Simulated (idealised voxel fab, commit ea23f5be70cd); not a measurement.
process module | voxel self aligned vias
cross-section cut | 205 nm wide | cells 5 nm
A cross-section is a grid of square cells, given in bands from the top down. A band is one or more rows of cells.
Each band's line starts with the height of the band's top and of its bottom, in nm. Then come its materials from left to right, each with its width in nm. One material with "throughout" fills the band from edge to edge. "air" is empty space.
Height 0 is the level under which the wafer as received is all one material. The lowest band goes on downwards, as in "0 down".
A width such as "30 to 40" changes by the same amount from each row of cells to the next, from the band's top row to its bottom row.
"no change" after a step means that no cell of the cross-section changed.
closed voids: empty space of 8 cells or more with no open way to the top, each as width x height at its distance from the left edge, in nm
after a step's settings: what the simulator itself notes on the step
overlay nm, on a step with a mask: how far to the right of its planned place the mask lay; to the left if negative
plan
1 op RECEIVE | material Si
2 op CONFORMAL_DEP | material SiO2 | thk nm 10
3 op CONFORMAL_DEP | material SiCN | thk nm 5
4 op DIRECTIONAL_DEP | material lowk | thk nm 30
5 op PATTERN | tone open | mask id LINES | material resist | width nm 20 | pitch nm 55 | thk nm 15 | overlay nm 0
6 op DIRECTIONAL_ETCH | etch materials lowk | depth nm 30
7 op STRIP | etch materials resist
8 op CONFORMAL_DEP | material TiN | thk nm 5
9 op FILL_DEP | material W | thk nm 5
10 op CMP | height nm 45
11 op SELECTIVE_ETCH | etch materials W Ru TiN | depth nm 10
12 op FILL_DEP | material SiN | thk nm 10
13 op CMP | height nm 45
14 op DIRECTIONAL_DEP | material lowk | thk nm 20
15 op DIRECTIONAL_DEP | material aC | thk nm 10
16 op PATTERN | tone open | mask id VIAS | material resist | width nm 30 | pitch nm 55 | thk nm 30 | overlay nm 0
17 op DIRECTIONAL_ETCH | etch materials aC | depth nm 10
18 op STRIP | etch materials resist
19 op DIRECTIONAL_ETCH | etch materials lowk | depth nm 20
20 op DIRECTIONAL_ETCH | etch materials SiN | depth nm 10
21 op STRIP | etch materials aC
22 op CONFORMAL_DEP | material TiN | thk nm 5
23 op FILL_DEP | material Ru | thk nm 5
24 op CMP | height nm 65
25 op CONFORMAL_DEP | material SiCN | thk nm 5
first wafer, as planned
as received, after step 1
  0 down: Si throughout
  closed voids: none
after step 2
  10 to 0: SiO2 throughout
  below 0: unchanged
after step 3
  15 to 10: SiCN throughout
  below 10: unchanged
after step 4
  45 to 15: lowk throughout
  below 15: unchanged
after step 5
  60 to 45: resist 35 | air 20 | resist 35 | air 20 | resist 35 | air 20 | resist 40
  below 45: unchanged
after step 6
  60 to 45: resist 35 | air 20 | resist 35 | air 20 | resist 35 | air 20 | resist 40
  45 to 15: lowk 35 | air 20 | lowk 35 | air 20 | lowk 35 | air 20 | lowk 40
  below 15: unchanged
after step 7
  45 to 15: lowk 35 | air 20 | lowk 35 | air 20 | lowk 35 | air 20 | lowk 40
  below 15: unchanged
after step 8
  50 to 45: TiN 40 | air 10 | TiN 45 | air 10 | TiN 45 | air 10 | TiN 45
  45 to 20: lowk 35 | TiN 5 | air 10 | TiN 5 | lowk 35 | TiN 5 | air 10 | TiN 5 | lowk 35 | TiN 5 | air 10 | TiN 5 | lowk 40
  20 to 15: lowk 35 | TiN 20 | lowk 35 | TiN 20 | lowk 35 | TiN 20 | lowk 40
  below 15: unchanged
after step 9
  55 to 50: W throughout
  50 to 45: TiN 40 | W 10 | TiN 45 | W 10 | TiN 45 | W 10 | TiN 45
  45 to 20: lowk 35 | TiN 5 | W 10 | TiN 5 | lowk 35 | TiN 5 | W 10 | TiN 5 | lowk 35 | TiN 5 | W 10 | TiN 5 | lowk 40
  below 20: unchanged
after step 10
  45 to 20: lowk 35 | TiN 5 | W 10 | TiN 5 | lowk 35 | TiN 5 | W 10 | TiN 5 | lowk 35 | TiN 5 | W 10 | TiN 5 | lowk 40
  below 20: unchanged
after step 11
  45 to 35: lowk 35 | air 20 | lowk 35 | air 20 | lowk 35 | air 20 | lowk 40
  below 35: unchanged
after step 12
  55 to 45: SiN throughout
  45 to 35: lowk 35 | SiN 20 | lowk 35 | SiN 20 | lowk 35 | SiN 20 | lowk 40
  below 35: unchanged
after step 13
  45 to 35: lowk 35 | SiN 20 | lowk 35 | SiN 20 | lowk 35 | SiN 20 | lowk 40
  below 35: unchanged
after step 14
  65 to 45: lowk throughout
  below 45: unchanged
after step 15
  75 to 65: aC throughout
  below 65: unchanged
after step 16
  105 to 75: resist 30 | air 30 | resist 25 | air 30 | resist 25 | air 30 | resist 35
  below 75: unchanged
after step 17
  95 to 75: resist 30 | air 30 | resist 25 | air 30 | resist 25 | air 30 | resist 35
  75 to 65: aC 30 | air 30 | aC 25 | air 30 | aC 25 | air 30 | aC 35
  below 65: unchanged
after step 18
  75 to 65: aC 30 | air 30 | aC 25 | air 30 | aC 25 | air 30 | aC 35
  below 65: unchanged
after step 19
  75 to 65: aC 30 | air 30 | aC 25 | air 30 | aC 25 | air 30 | aC 35
  65 to 45: lowk 30 | air 30 | lowk 25 | air 30 | lowk 25 | air 30 | lowk 35
  below 45: unchanged
after step 20
  75 to 65: aC 30 | air 30 | aC 25 | air 30 | aC 25 | air 30 | aC 35
  65 to 45: lowk 30 | air 30 | lowk 25 | air 30 | lowk 25 | air 30 | lowk 35
  45 to 35: lowk 35 | air 20 | lowk 35 | air 20 | lowk 35 | air 20 | lowk 40
  below 35: unchanged
after step 21
  65 to 45: lowk 30 | air 30 | lowk 25 | air 30 | lowk 25 | air 30 | lowk 35
  below 45: unchanged
after step 22
  70 to 65: TiN 35 | air 20 | TiN 35 | air 20 | TiN 35 | air 20 | TiN 40
  65 to 50: lowk 30 | TiN 5 | air 20 | TiN 5 | lowk 25 | TiN 5 | air 20 | TiN 5 | lowk 25 | TiN 5 | air 20 | TiN 5 | lowk 35
  50 to 40: lowk 30 to 35 | TiN 10 to 5 | air 10 | TiN 10 to 5 | lowk 25 to 35 | TiN 10 to 5 | air 10 | TiN 10 to 5 | lowk 25 to 35 | TiN 10 to 5 | air 10 | TiN 10 to 5 | lowk 35 to 40
  40 to 35: lowk 35 | TiN 20 | lowk 35 | TiN 20 | lowk 35 | TiN 20 | lowk 40
  below 35: unchanged
after step 23
  75 to 70: Ru throughout
  70 to 65: TiN 35 | Ru 20 | TiN 35 | Ru 20 | TiN 35 | Ru 20 | TiN 40
  65 to 50: lowk 30 | TiN 5 | Ru 20 | TiN 5 | lowk 25 | TiN 5 | Ru 20 | TiN 5 | lowk 25 | TiN 5 | Ru 20 | TiN 5 | lowk 35
  50 to 40: lowk 30 to 35 | TiN 10 to 5 | Ru 10 | TiN 10 to 5 | lowk 25 to 35 | TiN 10 to 5 | Ru 10 | TiN 10 to 5 | lowk 25 to 35 | TiN 10 to 5 | Ru 10 | TiN 10 to 5 | lowk 35 to 40
  below 40: unchanged
after step 24
  65 to 50: lowk 30 | TiN 5 | Ru 20 | TiN 5 | lowk 25 | TiN 5 | Ru 20 | TiN 5 | lowk 25 | TiN 5 | Ru 20 | TiN 5 | lowk 35
  below 50: unchanged
after step 25
  70 to 65: SiCN throughout
  below 65: unchanged
second wafer: like start, like plan, one mistake. Through step 2 it matches the first wafer
when step 3 should have ended: no change
when step 4 should have ended
  40 to 10: lowk throughout
  below 10: unchanged
when step 5 should have ended
  55 to 40: resist 35 | air 20 | resist 35 | air 20 | resist 35 | air 20 | resist 40
  below 40: unchanged
when step 6 should have ended
  55 to 40: resist 35 | air 20 | resist 35 | air 20 | resist 35 | air 20 | resist 40
  40 to 10: lowk 35 | air 20 | lowk 35 | air 20 | lowk 35 | air 20 | lowk 40
  below 10: unchanged
when step 7 should have ended
  40 to 10: lowk 35 | air 20 | lowk 35 | air 20 | lowk 35 | air 20 | lowk 40
  below 10: unchanged
when step 8 should have ended
  45 to 40: TiN 40 | air 10 | TiN 45 | air 10 | TiN 45 | air 10 | TiN 45
  40 to 15: lowk 35 | TiN 5 | air 10 | TiN 5 | lowk 35 | TiN 5 | air 10 | TiN 5 | lowk 35 | TiN 5 | air 10 | TiN 5 | lowk 40
  15 to 10: lowk 35 | TiN 20 | lowk 35 | TiN 20 | lowk 35 | TiN 20 | lowk 40
  below 10: unchanged
when step 9 should have ended
  50 to 45: W throughout
  45 to 40: TiN 40 | W 10 | TiN 45 | W 10 | TiN 45 | W 10 | TiN 45
  40 to 15: lowk 35 | TiN 5 | W 10 | TiN 5 | lowk 35 | TiN 5 | W 10 | TiN 5 | lowk 35 | TiN 5 | W 10 | TiN 5 | lowk 40
  below 15: unchanged
when step 10 should have ended
  45 to 40: TiN 40 | W 10 | TiN 45 | W 10 | TiN 45 | W 10 | TiN 45
  below 40: unchanged
when step 11 should have ended
  40 to 35: lowk 35 | air 20 | lowk 35 | air 20 | lowk 35 | air 20 | lowk 40
  below 35: unchanged
when step 12 should have ended
  50 to 40: SiN throughout
  40 to 35: lowk 35 | SiN 20 | lowk 35 | SiN 20 | lowk 35 | SiN 20 | lowk 40
  below 35: unchanged
when step 13 should have ended
  45 to 40: SiN throughout
  below 40: unchanged
when step 14 should have ended
  65 to 45: lowk throughout
  below 45: unchanged
when step 15 should have ended
  75 to 65: aC throughout
  below 65: unchanged
when step 16 should have ended
  105 to 75: resist 30 | air 30 | resist 25 | air 30 | resist 25 | air 30 | resist 35
  below 75: unchanged
when step 17 should have ended
  95 to 75: resist 30 | air 30 | resist 25 | air 30 | resist 25 | air 30 | resist 35
  75 to 65: aC 30 | air 30 | aC 25 | air 30 | aC 25 | air 30 | aC 35
  below 65: unchanged
when step 18 should have ended
  75 to 65: aC 30 | air 30 | aC 25 | air 30 | aC 25 | air 30 | aC 35
  below 65: unchanged
when step 19 should have ended
  75 to 65: aC 30 | air 30 | aC 25 | air 30 | aC 25 | air 30 | aC 35
  65 to 45: lowk 30 | air 30 | lowk 25 | air 30 | lowk 25 | air 30 | lowk 35
  below 45: unchanged
when step 20 should have ended
  75 to 65: aC 30 | air 30 | aC 25 | air 30 | aC 25 | air 30 | aC 35
  65 to 45: lowk 30 | air 30 | lowk 25 | air 30 | lowk 25 | air 30 | lowk 35
  45 to 40: SiN 30 | air 30 | SiN 25 | air 30 | SiN 25 | air 30 | SiN 35
  40 to 35: lowk 35 | air 20 | lowk 35 | air 20 | lowk 35 | air 20 | lowk 40
  below 35: unchanged
when step 21 should have ended
  65 to 45: lowk 30 | air 30 | lowk 25 | air 30 | lowk 25 | air 30 | lowk 35
  below 45: unchanged
when step 22 should have ended
  70 to 65: TiN 35 | air 20 | TiN 35 | air 20 | TiN 35 | air 20 | TiN 40
  65 to 45: lowk 30 | TiN 5 | air 20 | TiN 5 | lowk 25 | TiN 5 | air 20 | TiN 5 | lowk 25 | TiN 5 | air 20 | TiN 5 | lowk 35
  45 to 40: SiN 30 | TiN 10 | air 10 | TiN 10 | SiN 25 | TiN 10 | air 10 | TiN 10 | SiN 25 | TiN 10 | air 10 | TiN 10 | SiN 35
  40 to 35: lowk 35 | TiN 20 | lowk 35 | TiN 20 | lowk 35 | TiN 20 | lowk 40
  below 35: unchanged
when step 23 should have ended
  75 to 70: Ru throughout
  70 to 65: TiN 35 | Ru 20 | TiN 35 | Ru 20 | TiN 35 | Ru 20 | TiN 40
  65 to 45: lowk 30 | TiN 5 | Ru 20 | TiN 5 | lowk 25 | TiN 5 | Ru 20 | TiN 5 | lowk 25 | TiN 5 | Ru 20 | TiN 5 | lowk 35
  45 to 40: SiN 30 | TiN 10 | Ru 10 | TiN 10 | SiN 25 | TiN 10 | Ru 10 | TiN 10 | SiN 25 | TiN 10 | Ru 10 | TiN 10 | SiN 35
  below 40: unchanged
when step 24 should have ended
  65 to 45: lowk 30 | TiN 5 | Ru 20 | TiN 5 | lowk 25 | TiN 5 | Ru 20 | TiN 5 | lowk 25 | TiN 5 | Ru 20 | TiN 5 | lowk 35
  below 45: unchanged
when step 25 should have ended
  70 to 65: SiCN throughout
  below 65: unchanged
what went wrong: step 3 was left out
at the end the second wafer has, in cells: 6 more of Ru | 41 fewer of SiCN | 23 more of SiN | 6 more of TiN | 6 more of W
